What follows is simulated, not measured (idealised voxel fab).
Module name: voxel ribs on slabs (process module)
This is section cut - it's 260 nm across, gridded in 5 nm square cells.
A cross-section in this document is a grid of square cells, and it is written down as bands, the top band listed before the ones below it; a band is made up of one or more rows of cells. What a band's entry tells you: where the top is and where the bottom is, as heights in nm, and after that what lies inside, material by material from left to right, each with its width in nm. Empty space is written as the word "empty", and a single material marked with the word "everywhere" occupies the band from edge to edge. Height reference: 0 = level under which incoming wafer is all one material. Lowest band: no bottom, runs on downward, e.g. "0 and below". Think of "30..40" as a width that walks from the first number to the second as you go down the band, top row to bottom row, taking equal-sized steps from row to row. For the purposes of this document, the phrase "same as before" attached to a step denotes that no cell within the cross-section was modified by that step. If an empty space has no open way to the top and is at least 8 cells in size, "Sealed void list" lists it, written width x height at distance, where distance is measured from the left edge and every value is in nm. Post-settings text on a step line: simulator's own remark regarding the step. overlay nm: where the mask lay relative to plan, measured to the right, on steps with a mask; negatives go left.

The steps planned for the process are as follows
| 1 | RECEIVE: material Si |
| 2 | DIRECTIONAL_DEP: material SiO2, thk nm 20 |
| 3 | DIRECTIONAL_DEP: material SiN, thk nm 15 |
| 4 | PATTERN: tone cover, mask id RIB, material resist, width nm 15, thk nm 15, overlay nm 0 |
| 5 | DIRECTIONAL_ETCH: etch materials SiN, depth nm 5 |
| 6 | STRIP: etch materials resist |
| 7 | DIRECTIONAL_DEP: material aC, thk nm 10 |
| 8 | PATTERN: tone cover, mask id SLAB, material resist, width nm 65, thk nm 30, overlay nm 0 |
| 9 | DIRECTIONAL_ETCH: etch materials aC, depth nm 10 |
| 10 | STRIP: etch materials resist |
| 11 | DIRECTIONAL_ETCH: etch materials SiN, depth nm 10 |
| 12 | STRIP: etch materials aC |
| 13 | FILL_DEP: material SiO2, thk nm 15 |
| 14 | CMP: height nm 45 |
| 15 | DIRECTIONAL_DEP: material TiN, thk nm 5 |
| 16 | DIRECTIONAL_DEP: material aC, thk nm 10 |
| 17 | PATTERN: tone cover, mask id HEATER, material resist, width nm 25, thk nm 25, overlay nm 0 |
| 18 | DIRECTIONAL_ETCH: etch materials aC, depth nm 10 |
| 19 | STRIP: etch materials resist |
| 20 | DIRECTIONAL_ETCH: etch materials TiN, depth nm 5 |
| 21 | STRIP: etch materials aC |
| 22 | CONFORMAL_DEP: material SiO2, thk nm 10 |
Don't read the plan's depth nm for step 5 as applying to every wafer: that's the first wafer's value, and the wafers differ in it, though they all start identical.

Step 1 complete: as-received cross-section of the first of several wafers
> 0 and below: Si everywhere
> Sealed void list: none

First of several wafers in cross-section at module end, following the final step, step 22
> 60 down to 55: 105 nm empty; 45 nm SiO2; 110 nm empty
> 55 down to 50: SiO2 everywhere
> 50 down to 45: 115 nm SiO2; 25 nm TiN; 120 nm SiO2
> 45 down to 35: SiO2 everywhere
> 35 down to 30: 120 nm SiO2; 15 nm SiN; 125 nm SiO2
> 30 down to 20: 95 nm SiO2; 65 nm SiN; 100 nm SiO2
> 20 down to 0: SiO2 everywhere
> 0 and below: Si everywhere
> Sealed void list: none

Cross-section, last wafer, module completion
> 60 down to 55: 105 nm empty; 45 nm SiO2; 110 nm empty
> 55 down to 50: SiO2 everywhere
> 50 down to 45: 115 nm SiO2; 25 nm TiN; 120 nm SiO2
> 45 down to 35: SiO2 everywhere
> 35 down to 20: 120 nm SiO2; 15 nm SiN; 125 nm SiO2
> 20 down to 0: SiO2 everywhere
> 0 and below: Si everywhere
> Sealed void list: none

Below is a per-wafer table. In it, each row describes the wafer at the end of the module by giving, for each material, the number of cells gained (+) or lost (-) since the wafer was received, and after that the closed voids of the wafer
depth nm 5 | +29 SiN | +547 SiO2 | +5 TiN | Sealed void list: none
depth nm 10 | +19 SiN | +557 SiO2 | +5 TiN | Sealed void list: none
depth nm 15 | +9 SiN | +567 SiO2 | +5 TiN | Sealed void list: none
depth nm 20 | +9 SiN | +567 SiO2 | +5 TiN | Sealed void list: none
